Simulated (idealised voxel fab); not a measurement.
The process module presented herein is designated voxel transistor to metal.
Shown is cross-section cut, with a width of 205 nm and square cells of size 5 nm.
Bands, listed from the top down, are how a cross-section gets written in this document; the cross-section itself is a grid of square cells, and a band is one or more rows of them. Each band's line starts with the height of the band's top and of its bottom, in nm. Then come its materials from left to right, each with its width in nm. One material with "full width" fills the band from edge to edge. "air" is empty space. Height datum 0, below which the as-received substrate wafer is one material. Lowest band open at the bottom, running downward: "0 -> down". It should be noted that a width expressed as "30..40" varies in equal increments from row to row of cells within the band, taking the value of the first number at the top row and that of the second number at the bottom row. The designation "changes: none", where it is given for a processing step, indicates that no cell of the cross-section was altered in the course of that step. Look at "Closed cavities" for the closed voids: empty spaces with no open path to the top, sized 8 cells or up. Each is width x height at distance, distance from the left edge, all nm. Whatever follows a step's settings on its line is a remark the simulator itself makes about that step. The setting "overlay nm" may be written on the line of a step. When the step uses a mask, the value reports how far to the right of the planned place the mask lay, and a negative value reports that it lay to the left. If you're wondering how to read the rest of this, here's the deal. It's pairs of cross-sections: one from before a process step, one from after it. The after one is only drawn as far down as the lowest band that changed. Right under each pair you'll see which step sits between them and what its settings were. Don't read the pairs as one continuous story, though. They can come from different runs of this module on the same starting wafer, and a pair only carries on from the one above it where its entry headed "Before step" says so.
**Before step**
    25 -> 20: air=65  TiN=30  air=10  TiN=30  air=70
    20 -> 15: TiN=70  HfO2=20  TiN=20  HfO2=20  TiN=75
    15 -> 10: HfO2=75  SiN=10  HfO2=30  SiN=10  HfO2=80
    10 -> 0: SiCN full width
    0 -> -5: SiO2 full width
    -5 -> down: Si full width
    Closed cavities: none
**Step Result**
    30 -> 25: W full width
    25 -> 20: W=65  TiN=30  W=10  TiN=30  W=70
    Everything under 20 stays put, no change at all.
    Closed cavities: none
Quick note on the step between the two cross-sections above: FILL_DEP: material W, thk nm 5
Before step: Please consult the pair immediately above; the cross-section it shows after its step is the state before this step.
**Step Result**
    10 -> 0: SiCN full width
    Everything under 0 stays put, no change at all.
    Closed cavities: none
Quick note on the step between the two cross-sections above: CMP: height nm 10
Before step: Please consult the pair immediately above; the cross-section it shows after its step is the state before this step.
**Step Result**
    20 -> 10: SiO2 full width
    Everything under 10 stays put, no change at all.
    Closed cavities: none
Quick note on the step between the two cross-sections above: DIRECTIONAL_DEP: material SiO2, thk nm 10
Before step: Please consult the pair immediately above; the cross-section it shows after its step is the state before this step.
**Step Result**
    40 -> 20: resist=55  air=15  resist=60  air=15  resist=60
    Everything under 20 stays put, no change at all.
    Closed cavities: none
Quick note on the step between the two cross-sections above: PATTERN: tone open, mask id CONTACT, material resist, width nm 15, pitch nm 75, thk nm 20, overlay nm 0
Before step: Please consult the pair immediately above; the cross-section it shows after its step is the state before this step.
**Step Result**
    40 -> 20: resist=55  air=15  resist=60  air=15  resist=60
    20 -> 10: SiO2=55  air=15  SiO2=60  air=15  SiO2=60
    Everything under 10 stays put, no change at all.
    Closed cavities: none
Quick note on the step between the two cross-sections above: DIRECTIONAL_ETCH: etch materials SiO2, depth nm 25
Before step: Please consult the pair immediately above; the cross-section it shows after its step is the state before this step.
**Step Result**
    20 -> 10: SiO2=55  air=15  SiO2=60  air=15  SiO2=60
    Everything under 10 stays put, no change at all.
    Closed cavities: none
Quick note on the step between the two cross-sections above: STRIP: etch materials resist
Before step: Please consult the pair immediately above; the cross-section it shows after its step is the state before this step.
**Step Result**
    25 -> 20: TiN=60  air=5  TiN=70  air=5  TiN=65
    20 -> 15: SiO2=55  TiN=5  air=5  TiN=5  SiO2=60  TiN=5  air=5  TiN=5  SiO2=60
    15 -> 10: SiO2=55  TiN=15  SiO2=60  TiN=15  SiO2=60
    Everything under 10 stays put, no change at all.
    Closed cavities: none
Quick note on the step between the two cross-sections above: CONFORMAL_DEP: material TiN, thk nm 5
Before step: Please consult the pair immediately above; the cross-section it shows after its step is the state before this step.
**Step Result**
    35 -> 25: Ru full width
    25 -> 20: TiN=60  Ru=5  TiN=70  Ru=5  TiN=65
    20 -> 15: SiO2=55  TiN=5  Ru=5  TiN=5  SiO2=60  TiN=5  Ru=5  TiN=5  SiO2=60
    Everything under 15 stays put, no change at all.
    Closed cavities: none
Quick note on the step between the two cross-sections above: FILL_DEP: material Ru, thk nm 10
Before step: Please consult the pair immediately above; the cross-section it shows after its step is the state before this step.
**Step Result**
    20 -> 15: SiO2=55  TiN=5  Ru=5  TiN=5  SiO2=60  TiN=5  Ru=5  TiN=5  SiO2=60
    Everything under 15 stays put, no change at all.
    Closed cavities: none
Quick note on the step between the two cross-sections above: CMP: height nm 20
Before step: Please consult the pair immediately above; the cross-section it shows after its step is the state before this step.
**Step Result**
    25 -> 20: TiN full width
    Everything under 20 stays put, no change at all.
    Closed cavities: none
Quick note on the step between the two cross-sections above: DIRECTIONAL_DEP: material TiN, thk nm 5
Before step: Please consult the pair immediately above; the cross-section it shows after its step is the state before this step.
**Step Result**
    45 -> 25: Ru full width
    Everything under 25 stays put, no change at all.
    Closed cavities: none
Quick note on the step between the two cross-sections above: DIRECTIONAL_DEP: material Ru, thk nm 20
Before step: Please consult the pair immediately above; the cross-section it shows after its step is the state before this step.
**Step Result**
    55 -> 45: aC full width
    Everything under 45 stays put, no change at all.
    Closed cavities: none
Quick note on the step between the two cross-sections above: DIRECTIONAL_DEP: material aC, thk nm 10
Before step: Please consult the pair immediately above; the cross-section it shows after its step is the state before this step.
**Step Result**
    80 -> 55: air=55  resist=15  air=60  resist=15  air=60
    Everything under 55 stays put, no change at all.
    Closed cavities: none
Quick note on the step between the two cross-sections above: PATTERN: tone cover, mask id METAL_1, material resist, width nm 15, pitch nm 75, thk nm 25, overlay nm 0
Before step: Please consult the pair immediately above; the cross-section it shows after its step is the state before this step.
**Step Result**
    70 -> 55: air=55  resist=15  air=60  resist=15  air=60
    55 -> 45: air=55  aC=15  air=60  aC=15  air=60
    Everything under 45 stays put, no change at all.
    Closed cavities: none
Quick note on the step between the two cross-sections above: DIRECTIONAL_ETCH: etch materials aC, depth nm 10
Before step: Please consult the pair immediately above; the cross-section it shows after its step is the state before this step.
**Step Result**
    55 -> 45: air=55  aC=15  air=60  aC=15  air=60
    Everything under 45 stays put, no change at all.
    Closed cavities: none
Quick note on the step between the two cross-sections above: STRIP: etch materials resist
Before step: Please consult the pair immediately above; the cross-section it shows after its step is the state before this step.
**Step Result**
    55 -> 45: air=55  aC=15  air=60  aC=15  air=60
    45 -> 25: air=55  Ru=15  air=60  Ru=15  air=60
    Everything under 25 stays put, no change at all.
    Closed cavities: none
Quick note on the step between the two cross-sections above: DIRECTIONAL_ETCH: etch materials Ru, depth nm 20
Before step: Please consult the pair immediately above; the cross-section it shows after its step is the state before this step.
**Step Result**
    55 -> 45: air=55  aC=15  air=60  aC=15  air=60
    45 -> 25: air=55  Ru=15  air=60  Ru=15  air=60
    25 -> 20: air=55  TiN=15  air=60  TiN=15  air=60
    Everything under 20 stays put, no change at all.
    Closed cavities: none
Quick note on the step between the two cross-sections above: DIRECTIONAL_ETCH: etch materials TiN, depth nm 5
Before step: Please consult the pair immediately above; the cross-section it shows after its step is the state before this step.
**Step Result**
    45 -> 25: air=55  Ru=15  air=60  Ru=15  air=60
    Everything under 25 stays put, no change at all.
    Closed cavities: none
Quick note on the step between the two cross-sections above: STRIP: etch materials aC
Before step: Please consult the pair immediately above; the cross-section it shows after its step is the state before this step.
**Step Result**
    50 -> 45: air=50  SiN=25  air=50  SiN=25  air=55
    45 -> 25: air=50  SiN=5  Ru=15  SiN=5  air=50  SiN=5  Ru=15  SiN=5  air=55
    25 -> 20: SiN=55  TiN=15  SiN=60  TiN=15  SiN=60
    Everything under 20 stays put, no change at all.
    Closed cavities: none
Quick note on the step between the two cross-sections above: CONFORMAL_DEP: material SiN, thk nm 5
Before step: Please consult the pair immediately above; the cross-section it shows after its step is the state before this step.
**Step Result**
    60 -> 50: lowk full width
    50 -> 45: lowk=50  SiN=25  lowk=50  SiN=25  lowk=55
    45 -> 25: lowk=50  SiN=5  Ru=15  SiN=5  lowk=50  SiN=5  Ru=15  SiN=5  lowk=55
    Everything under 25 stays put, no change at all.
    Closed cavities: none
Quick note on the step between the two cross-sections above: FILL_DEP: material lowk, thk nm 10
Before step: Please consult the pair immediately above; the cross-section it shows after its step is the state before this step.
**Step Result**
    45 -> 25: lowk=50  SiN=5  Ru=15  SiN=5  lowk=50  SiN=5  Ru=15  SiN=5  lowk=55
    Everything under 25 stays put, no change at all.
    Closed cavities: none
Quick note on the step between the two cross-sections above: CMP: height nm 45
Before step: Please consult the pair immediately above; the cross-section it shows after its step is the state before this step.
**Step Result**
    50 -> 45: SiCN full width
    Everything under 45 stays put, no change at all.
    Closed cavities: none
Quick note on the step between the two cross-sections above: CONFORMAL_DEP: material SiCN, thk nm 5
Before step: Please consult the pair immediately above; the cross-section it shows after its step is the state before this step.
**Step Result**
    80 -> 50: lowk full width
    Everything under 50 stays put, no change at all.
    Closed cavities: none
Quick note on the step between the two cross-sections above: DIRECTIONAL_DEP: material lowk, thk nm 30
Before step: Please consult the pair immediately above; the cross-section it shows after its step is the state before this step.
**Step Result**
    100 -> 80: resist=55  air=15  resist=60  air=15  resist=60
    Everything under 80 stays put, no change at all.
    Closed cavities: none
Quick note on the step between the two cross-sections above: PATTERN: tone open, mask id METAL_2, material resist, width nm 15, pitch nm 75, thk nm 20, overlay nm 0
Before step: Please consult the pair immediately above; the cross-section it shows after its step is the state before this step.
**Step Result**
    100 -> 80: resist=55  air=15  resist=60  air=15  resist=60
    80 -> 65: lowk=55  air=15  lowk=60  air=15  lowk=60
    Everything under 65 stays put, no change at all.
    Closed cavities: none
Quick note on the step between the two cross-sections above: DIRECTIONAL_ETCH: etch materials lowk, depth nm 15
Before step: Please consult the pair immediately above; the cross-section it shows after its step is the state before this step.
**Step Result**
    80 -> 65: lowk=55  air=15  lowk=60  air=15  lowk=60
    Everything under 65 stays put, no change at all.
    Closed cavities: none
Quick note on the step between the two cross-sections above: STRIP: etch materials resist
Before step: Please consult the pair immediately above; the cross-section it shows after its step is the state before this step.
**Step Result**
    100 -> 80: resist=55  air=15  resist=60  air=15  resist=60
    Everything under 80 stays put, no change at all.
    Closed cavities: none
Quick note on the step between the two cross-sections above: PATTERN: tone open, mask id METAL_2_HOLES, material resist, width nm 15, pitch nm 75, thk nm 20, overlay nm 0
Before step: Please consult the pair immediately above; the cross-section it shows after its step is the state before this step.
**Step Result**
    100 -> 80: resist=55  air=15  resist=60  air=15  resist=60
    80 -> 50: lowk=55  air=15  lowk=60  air=15  lowk=60
    Everything under 50 stays put, no change at all.
    Closed cavities: none
Quick note on the step between the two cross-sections above: DIRECTIONAL_ETCH: etch materials lowk, depth nm 15
Before step: Please consult the pair immediately above; the cross-section it shows after its step is the state before this step.
**Step Result**
    100 -> 80: resist=55  air=15  resist=60  air=15  resist=60
    80 -> 50: lowk=55  air=15  lowk=60  air=15  lowk=60
    50 -> 45: SiCN=55  air=15  SiCN=60  air=15  SiCN=60
    Everything under 45 stays put, no change at all.
    Closed cavities: none
Quick note on the step between the two cross-sections above: DIRECTIONAL_ETCH: etch materials SiCN, depth nm 5
Before step: Please consult the pair immediately above; the cross-section it shows after its step is the state before this step.
**Step Result**
    80 -> 50: lowk=55  air=15  lowk=60  air=15  lowk=60
    Everything under 50 stays put, no change at all.
    Closed cavities: none
Quick note on the step between the two cross-sections above: STRIP: etch materials resist
Before step: Please consult the pair immediately above; the cross-section it shows after its step is the state before this step.
**Step Result**
    85 -> 80: TiN=60  air=5  TiN=70  air=5  TiN=65
    80 -> 50: lowk=55  TiN=5  air=5  TiN=5  lowk=60  TiN=5  air=5  TiN=5  lowk=60
    50 -> 45: SiCN=55  TiN=15  SiCN=60  TiN=15  SiCN=60
    Everything under 45 stays put, no change at all.
    Closed cavities: none
Quick note on the step between the two cross-sections above: CONFORMAL_DEP: material TiN, thk nm 5
Before step: Please consult the pair immediately above; the cross-section it shows after its step is the state before this step.
**Step Result**
    90 -> 85: Ru full width
    85 -> 80: TiN=60  Ru=5  TiN=70  Ru=5  TiN=65
    80 -> 50: lowk=55  TiN=5  Ru=5  TiN=5  lowk=60  TiN=5  Ru=5  TiN=5  lowk=60
    Everything under 50 stays put, no change at all.
    Closed cavities: none
Quick note on the step between the two cross-sections above: FILL_DEP: material Ru, thk nm 5
Before step: Please consult the pair immediately above; the cross-section it shows after its step is the state before this step.
**Step Result**
    80 -> 50: lowk=55  TiN=5  Ru=5  TiN=5  lowk=60  TiN=5  Ru=5  TiN=5  lowk=60
    Everything under 50 stays put, no change at all.
    Closed cavities: none
Quick note on the step between the two cross-sections above: CMP: height nm 80
Before step: Please consult the pair immediately above; the cross-section it shows after its step is the state before this step.
**Step Result**
    85 -> 80: SiN full width
    Everything under 80 stays put, no change at all.
    Closed cavities: none
Quick note on the step between the two cross-sections above: CONFORMAL_DEP: material SiN, thk nm 5
**Before step**
    30 -> 15: SiCN full width
    15 -> -5: polySi full width
    -5 -> -10: SiO2 full width
    -10 -> -45: SiO2=55  Si=90  SiO2=60
    -45 -> down: Si full width
    Closed cavities: none
**Step Result**
    45 -> 30: resist=85  air=30  resist=90
    Everything under 30 stays put, no change at all.
    Closed cavities: none
Quick note on the step between the two cross-sections above: PATTERN: tone open, mask id GATE, material resist, width nm 30, thk nm 15, overlay nm 0
Before step: Please consult the pair immediately above; the cross-section it shows after its step is the state before this step.
**Step Result**
    45 -> 30: resist=85  air=30  resist=90
    30 -> 15: SiCN=85  air=30  SiCN=90
    Everything under 15 stays put, no change at all.
    Closed cavities: none
Quick note on the step between the two cross-sections above: DIRECTIONAL_ETCH: etch materials SiCN, depth nm 25
Before step: Please consult the pair immediately above; the cross-section it shows after its step is the state before this step.
**Step Result**
    45 -> 30: resist=85  air=30  resist=90
    30 -> 15: SiCN=85  air=30  SiCN=90
    15 -> -5: polySi=85  air=30  polySi=90
    Everything under -5 stays put, no change at all.
    Closed cavities: none
Quick note on the step between the two cross-sections above: DIRECTIONAL_ETCH: etch materials polySi, depth nm 30
Before step: Please consult the pair immediately above; the cross-section it shows after its step is the state before this step.
**Step Result**
    30 -> 15: SiCN=85  air=30  SiCN=90
    Everything under 15 stays put, no change at all.
    Closed cavities: none
Quick note on the step between the two cross-sections above: STRIP: etch materials resist
Before step: Please consult the pair immediately above; the cross-section it shows after its step is the state before this step.
**Step Result**
    40 -> 30: SiN=95  air=10  SiN=100
    30 -> 15: SiCN=85  SiN=10  air=10  SiN=10  SiCN=90
    15 -> 5: polySi=85  SiN=10  air=10  SiN=10  polySi=90
    5 -> -5: polySi=85  SiN=30  polySi=90
    Everything under -5 stays put, no change at all.
    Closed cavities: none
Quick note on the step between the two cross-sections above: CONFORMAL_DEP: material SiN, thk nm 10
Before step: Please consult the pair immediately above; the cross-section it shows after its step is the state before this step.
**Step Result**
    30 -> 15: SiCN=85  SiN=10  air=10  SiN=10  SiCN=90
    15 -> -5: polySi=85  SiN=10  air=10  SiN=10  polySi=90
    Everything under -5 stays put, no change at all.
    Closed cavities: none
Quick note on the step between the two cross-sections above: DIRECTIONAL_ETCH: etch materials SiN, depth nm 10
Before step: Please consult the pair immediately above; the cross-section it shows after its step is the state before this step.
**Step Result**
    30 -> 15: SiCN=85  SiN=10  air=10  SiN=10  SiCN=90
    15 -> -5: polySi=85  SiN=10  air=10  SiN=10  polySi=90
    -5 -> -10: SiO2=95  air=10  SiO2=100
    Everything under -10 stays put, no change at all.
    Closed cavities: none
Quick note on the step between the two cross-sections above: DIRECTIONAL_ETCH: etch materials SiO2, depth nm 5
Before step: Please consult the pair immediately above; the cross-section it shows after its step is the state before this step.
**Step Result**
    30 -> 15: SiCN=85  SiN=10  air=10  SiN=10  SiCN=90
    15 -> -5: polySi=85  SiN=10  air=10  SiN=10  polySi=90
    -5 -> -10: SiO2=95  air=10  SiO2=100
    -10 -> -20: SiO2=55  Si=40  air=10  Si=40  SiO2=60
    Everything under -20 stays put, no change at all.
    Closed cavities: none
Quick note on the step between the two cross-sections above: DIRECTIONAL_ETCH: etch materials Si, depth nm 10
Before step: Please consult the pair immediately above; the cross-section it shows after its step is the state before this step.
**Step Result**
    30 -> 15: SiCN=85  SiN=10  air=10  SiN=10  SiCN=90
    15 -> 5: polySi=85  SiN=10  air=10  SiN=10  polySi=90
    5 -> -5: polySi=85  SiN=10  nSi=10  SiN=10  polySi=90
    -5 -> -10: SiO2=95  nSi=10  SiO2=100
    -10 -> -20: SiO2=55  Si=40  nSi=10  Si=40  SiO2=60
    Everything under -20 stays put, no change at all.
    Closed cavities: none
Quick note on the step between the two cross-sections above: EPI: material nSi, thk nm 15
Before step: Please consult the pair immediately above; the cross-section it shows after its step is the state before this step.
**Step Result**
    35 -> 30: SiO2 full width
    30 -> 15: SiCN=85  SiN=10  SiO2=10  SiN=10  SiCN=90
    15 -> 5: polySi=85  SiN=10  SiO2=10  SiN=10  polySi=90
    Everything under 5 stays put, no change at all.
    Closed cavities: none
Quick note on the step between the two cross-sections above: FILL_DEP: material SiO2, thk nm 5
Before step: Please consult the pair immediately above; the cross-section it shows after its step is the state before this step.
**Step Result**
    15 -> 5: polySi=85  SiN=10  SiO2=10  SiN=10  polySi=90
    Everything under 5 stays put, no change at all.
    Closed cavities: none
Quick note on the step between the two cross-sections above: CMP: height nm 15
Before step: Please consult the pair immediately above; the cross-section it shows after its step is the state before this step.
**Step Result**
    15 -> 5: air=85  SiN=10  SiO2=10  SiN=10  air=90
    5 -> -5: air=85  SiN=10  nSi=10  SiN=10  air=90
    Everything under -5 stays put, no change at all.
    Closed cavities: none
Quick note on the step between the two cross-sections above: STRIP: etch materials polySi
Before step: Please consult the pair immediately above; the cross-section it shows after its step is the state before this step.
**Step Result**
    15 -> 10: air=85  SiN=10  air=10  SiN=10  air=90
    10 -> 5: air=85  SiN=10  SiO2=10  SiN=10  air=90
    5 -> -5: air=85  SiN=10  nSi=10  SiN=10  air=90
    -5 -> -10: air=90  SiO2=5  nSi=10  SiO2=5  air=95
    Everything under -10 stays put, no change at all.
    Closed cavities: none
Quick note on the step between the two cross-sections above: SELECTIVE_ETCH: etch materials SiO2, depth nm 5
Before step: Please consult the pair immediately above; the cross-section it shows after its step is the state before this step.
**Step Result**
    20 -> 15: air=80  HfO2=40  air=85
    15 -> 10: air=80  HfO2=5  SiN=10  HfO2=10  SiN=10  HfO2=5  air=85
    10 -> 5: air=80  HfO2=5  SiN=10  SiO2=10  SiN=10  HfO2=5  air=85
    5 -> -5: air=80  HfO2=5  SiN=10  nSi=10  SiN=10  HfO2=5  air=85
    -5 -> -10: HfO2=90  SiO2=5  nSi=10  SiO2=5  HfO2=95
    Everything under -10 stays put, no change at all.
    Closed cavities: none
Quick note on the step between the two cross-sections above: CONFORMAL_DEP: material HfO2, thk nm 5
Before step: Please consult the pair immediately above; the cross-section it shows after its step is the state before this step.
**Step Result**
    25 -> 20: air=75  TiN=50  air=80
    20 -> 15: air=75  TiN=5  HfO2=40  TiN=5  air=80
    15 -> 10: air=75  TiN=5  HfO2=5  SiN=10  HfO2=10  SiN=10  HfO2=5  TiN=5  air=80
    10 -> 5: air=75  TiN=5  HfO2=5  SiN=10  SiO2=10  SiN=10  HfO2=5  TiN=5  air=80
    5 -> 0: air=75  TiN=5  HfO2=5  SiN=10  nSi=10  SiN=10  HfO2=5  TiN=5  air=80
    0 -> -5: TiN=80  HfO2=5  SiN=10  nSi=10  SiN=10  HfO2=5  TiN=85
    Everything under -5 stays put, no change at all.
    Closed cavities: none
Quick note on the step between the two cross-sections above: CONFORMAL_DEP: material TiN, thk nm 5
Before step: Please consult the pair immediately above; the cross-section it shows after its step is the state before this step.
**Step Result**
    30 -> 25: W full width
    25 -> 20: W=75  TiN=50  W=80
    20 -> 15: W=75  TiN=5  HfO2=40  TiN=5  W=80
    15 -> 10: W=75  TiN=5  HfO2=5  SiN=10  HfO2=10  SiN=10  HfO2=5  TiN=5  W=80
    10 -> 5: W=75  TiN=5  HfO2=5  SiN=10  SiO2=10  SiN=10  HfO2=5  TiN=5  W=80
    5 -> 0: W=75  TiN=5  HfO2=5  SiN=10  nSi=10  SiN=10  HfO2=5  TiN=5  W=80
    Everything under 0 stays put, no change at all.
    Closed cavities: none
Quick note on the step between the two cross-sections above: FILL_DEP: material W, thk nm 5
Before step: Please consult the pair immediately above; the cross-section it shows after its step is the state before this step.
**Step Result**
    10 -> 5: W=75  TiN=5  HfO2=5  SiN=10  SiO2=10  SiN=10  HfO2=5  TiN=5  W=80
    Everything under 5 stays put, no change at all.
    Closed cavities: none
Quick note on the step between the two cross-sections above: CMP: height nm 10
Before step: Please consult the pair immediately above; the cross-section it shows after its step is the state before this step.
**Step Result**
    20 -> 10: SiO2 full width
    Everything under 10 stays put, no change at all.
    Closed cavities: none
Quick note on the step between the two cross-sections above: DIRECTIONAL_DEP: material SiO2, thk nm 10
Before step: Please consult the pair immediately above; the cross-section it shows after its step is the state before this step.
**Step Result**
    40 -> 20: resist=55  air=15  resist=60  air=15  resist=60
    Everything under 20 stays put, no change at all.
    Closed cavities: none
Quick note on the step between the two cross-sections above: PATTERN: tone open, mask id CONTACT, material resist, width nm 15, pitch nm 75, thk nm 20, overlay nm 0
Before step: Please consult the pair immediately above; the cross-section it shows after its step is the state before this step.
**Step Result**
    40 -> 20: resist=55  air=15  resist=60  air=15  resist=60
    20 -> 10: SiO2=55  air=15  SiO2=60  air=15  SiO2=60
    Everything under 10 stays put, no change at all.
    Closed cavities: none
Quick note on the step between the two cross-sections above: DIRECTIONAL_ETCH: etch materials SiO2, depth nm 25
Before step: Please consult the pair immediately above; the cross-section it shows after its step is the state before this step.
**Step Result**
    20 -> 10: SiO2=55  air=15  SiO2=60  air=15  SiO2=60
    Everything under 10 stays put, no change at all.
    Closed cavities: none
Quick note on the step between the two cross-sections above: STRIP: etch materials resist
Before step: Please consult the pair immediately above; the cross-section it shows after its step is the state before this step.
**Step Result**
    25 -> 20: TiN=60  air=5  TiN=70  air=5  TiN=65
    20 -> 15: SiO2=55  TiN=5  air=5  TiN=5  SiO2=60  TiN=5  air=5  TiN=5  SiO2=60
    15 -> 10: SiO2=55  TiN=15  SiO2=60  TiN=15  SiO2=60
    Everything under 10 stays put, no change at all.
    Closed cavities: none
Quick note on the step between the two cross-sections above: CONFORMAL_DEP: material TiN, thk nm 5
Before step: Please consult the pair immediately above; the cross-section it shows after its step is the state before this step.
**Step Result**
    35 -> 25: Ru full width
    25 -> 20: TiN=60  Ru=5  TiN=70  Ru=5  TiN=65
    20 -> 15: SiO2=55  TiN=5  Ru=5  TiN=5  SiO2=60  TiN=5  Ru=5  TiN=5  SiO2=60
    Everything under 15 stays put, no change at all.
    Closed cavities: none
Quick note on the step between the two cross-sections above: FILL_DEP: material Ru, thk nm 10
Before step: Please consult the pair immediately above; the cross-section it shows after its step is the state before this step.
**Step Result**
    20 -> 15: SiO2=55  TiN=5  Ru=5  TiN=5  SiO2=60  TiN=5  Ru=5  TiN=5  SiO2=60
    Everything under 15 stays put, no change at all.
    Closed cavities: none
Quick note on the step between the two cross-sections above: CMP: height nm 20
Before step: Please consult the pair immediately above; the cross-section it shows after its step is the state before this step.
**Step Result**
    25 -> 20: TiN full width
    Everything under 20 stays put, no change at all.
    Closed cavities: none
Quick note on the step between the two cross-sections above: DIRECTIONAL_DEP: material TiN, thk nm 5
Before step: Please consult the pair immediately above; the cross-section it shows after its step is the state before this step.
**Step Result**
    45 -> 25: Ru full width
    Everything under 25 stays put, no change at all.
    Closed cavities: none
Quick note on the step between the two cross-sections above: DIRECTIONAL_DEP: material Ru, thk nm 20
Before step: Please consult the pair immediately above; the cross-section it shows after its step is the state before this step.
**Step Result**
    55 -> 45: aC full width
    Everything under 45 stays put, no change at all.
    Closed cavities: none
Quick note on the step between the two cross-sections above: DIRECTIONAL_DEP: material aC, thk nm 10
Before step: Please consult the pair immediately above; the cross-section it shows after its step is the state before this step.
**Step Result**
    80 -> 55: air=55  resist=15  air=60  resist=15  air=60
    Everything under 55 stays put, no change at all.
    Closed cavities: none
Quick note on the step between the two cross-sections above: PATTERN: tone cover, mask id METAL_1, material resist, width nm 15, pitch nm 75, thk nm 25, overlay nm 0
Before step: Please consult the pair immediately above; the cross-section it shows after its step is the state before this step.
**Step Result**
    70 -> 55: air=55  resist=15  air=60  resist=15  air=60
    55 -> 45: air=55  aC=15  air=60  aC=15  air=60
    Everything under 45 stays put, no change at all.
    Closed cavities: none
Quick note on the step between the two cross-sections above: DIRECTIONAL_ETCH: etch materials aC, depth nm 10
Before step: Please consult the pair immediately above; the cross-section it shows after its step is the state before this step.
**Step Result**
    55 -> 45: air=55  aC=15  air=60  aC=15  air=60
    Everything under 45 stays put, no change at all.
    Closed cavities: none
Quick note on the step between the two cross-sections above: STRIP: etch materials resist
Before step: Please consult the pair immediately above; the cross-section it shows after its step is the state before this step.
**Step Result**
    55 -> 45: air=55  aC=15  air=60  aC=15  air=60
    45 -> 25: air=55  Ru=15  air=60  Ru=15  air=60
    Everything under 25 stays put, no change at all.
    Closed cavities: none
Quick note on the step between the two cross-sections above: DIRECTIONAL_ETCH: etch materials Ru, depth nm 20
Before step: Please consult the pair immediately above; the cross-section it shows after its step is the state before this step.
**Step Result**
    55 -> 45: air=55  aC=15  air=60  aC=15  air=60
    45 -> 25: air=55  Ru=15  air=60  Ru=15  air=60
    25 -> 20: air=55  TiN=15  air=60  TiN=15  air=60
    Everything under 20 stays put, no change at all.
    Closed cavities: none
Quick note on the step between the two cross-sections above: DIRECTIONAL_ETCH: etch materials TiN, depth nm 5
Before step: Please consult the pair immediately above; the cross-section it shows after its step is the state before this step.
**Step Result**
    45 -> 25: air=55  Ru=15  air=60  Ru=15  air=60
    Everything under 25 stays put, no change at all.
    Closed cavities: none
Quick note on the step between the two cross-sections above: STRIP: etch materials aC
Before step: Please consult the pair immediately above; the cross-section it shows after its step is the state before this step.
**Step Result**
    50 -> 45: air=50  SiN=25  air=50  SiN=25  air=55
    45 -> 25: air=50  SiN=5  Ru=15  SiN=5  air=50  SiN=5  Ru=15  SiN=5  air=55
    25 -> 20: SiN=55  TiN=15  SiN=60  TiN=15  SiN=60
    Everything under 20 stays put, no change at all.
    Closed cavities: none
Quick note on the step between the two cross-sections above: CONFORMAL_DEP: material SiN, thk nm 5
Before step: Please consult the pair immediately above; the cross-section it shows after its step is the state before this step.
**Step Result**
    60 -> 50: lowk full width
    50 -> 45: lowk=50  SiN=25  lowk=50  SiN=25  lowk=55
    45 -> 25: lowk=50  SiN=5  Ru=15  SiN=5  lowk=50  SiN=5  Ru=15  SiN=5  lowk=55
    Everything under 25 stays put, no change at all.
    Closed cavities: none
Quick note on the step between the two cross-sections above: FILL_DEP: material lowk, thk nm 10
Before step: Please consult the pair immediately above; the cross-section it shows after its step is the state before this step.
**Step Result**
    45 -> 25: lowk=50  SiN=5  Ru=15  SiN=5  lowk=50  SiN=5  Ru=15  SiN=5  lowk=55
    Everything under 25 stays put, no change at all.
    Closed cavities: none
Quick note on the step between the two cross-sections above: CMP: height nm 45
Before step: Please consult the pair immediately above; the cross-section it shows after its step is the state before this step.
**Step Result**
    50 -> 45: SiCN full width
    Everything under 45 stays put, no change at all.
    Closed cavities: none
Quick note on the step between the two cross-sections above: CONFORMAL_DEP: material SiCN, thk nm 5
Before step: Please consult the pair immediately above; the cross-section it shows after its step is the state before this step.
**Step Result**
    80 -> 50: lowk full width
    Everything under 50 stays put, no change at all.
    Closed cavities: none
Quick note on the step between the two cross-sections above: DIRECTIONAL_DEP: material lowk, thk nm 30
Before step: Please consult the pair immediately above; the cross-section it shows after its step is the state before this step.
**Step Result**
    100 -> 80: resist=55  air=15  resist=60  air=15  resist=60
    Everything under 80 stays put, no change at all.
    Closed cavities: none
Quick note on the step between the two cross-sections above: PATTERN: tone open, mask id METAL_2, material resist, width nm 15, pitch nm 75, thk nm 20, overlay nm 0
Before step: Please consult the pair immediately above; the cross-section it shows after its step is the state before this step.
**Step Result**
    100 -> 80: resist=55  air=15  resist=60  air=15  resist=60
    80 -> 65: lowk=55  air=15  lowk=60  air=15  lowk=60
    Everything under 65 stays put, no change at all.
    Closed cavities: none
Quick note on the step between the two cross-sections above: DIRECTIONAL_ETCH: etch materials lowk, depth nm 15
Before step: Please consult the pair immediately above; the cross-section it shows after its step is the state before this step.
**Step Result**
    80 -> 65: lowk=55  air=15  lowk=60  air=15  lowk=60
    Everything under 65 stays put, no change at all.
    Closed cavities: none
Quick note on the step between the two cross-sections above: STRIP: etch materials resist
Before step: Please consult the pair immediately above; the cross-section it shows after its step is the state before this step.
**Step Result**
    100 -> 80: resist=55  air=15  resist=60  air=15  resist=60
    Everything under 80 stays put, no change at all.
    Closed cavities: none
Quick note on the step between the two cross-sections above: PATTERN: tone open, mask id METAL_2_HOLES, material resist, width nm 15, pitch nm 75, thk nm 20, overlay nm 0
Before step: Please consult the pair immediately above; the cross-section it shows after its step is the state before this step.
**Step Result**
    100 -> 80: resist=55  air=15  resist=60  air=15  resist=60
    80 -> 50: lowk=55  air=15  lowk=60  air=15  lowk=60
    Everything under 50 stays put, no change at all.
    Closed cavities: none
Quick note on the step between the two cross-sections above: DIRECTIONAL_ETCH: etch materials lowk, depth nm 15
Before step: Please consult the pair immediately above; the cross-section it shows after its step is the state before this step.
**Step Result**
    100 -> 80: resist=55  air=15  resist=60  air=15  resist=60
    80 -> 50: lowk=55  air=15  lowk=60  air=15  lowk=60
    50 -> 45: SiCN=55  air=15  SiCN=60  air=15  SiCN=60
    Everything under 45 stays put, no change at all.
    Closed cavities: none
Quick note on the step between the two cross-sections above: DIRECTIONAL_ETCH: etch materials SiCN, depth nm 5
Before step: Please consult the pair immediately above; the cross-section it shows after its step is the state before this step.
**Step Result**
    80 -> 50: lowk=55  air=15  lowk=60  air=15  lowk=60
    Everything under 50 stays put, no change at all.
    Closed cavities: none
Quick note on the step between the two cross-sections above: STRIP: etch materials resist
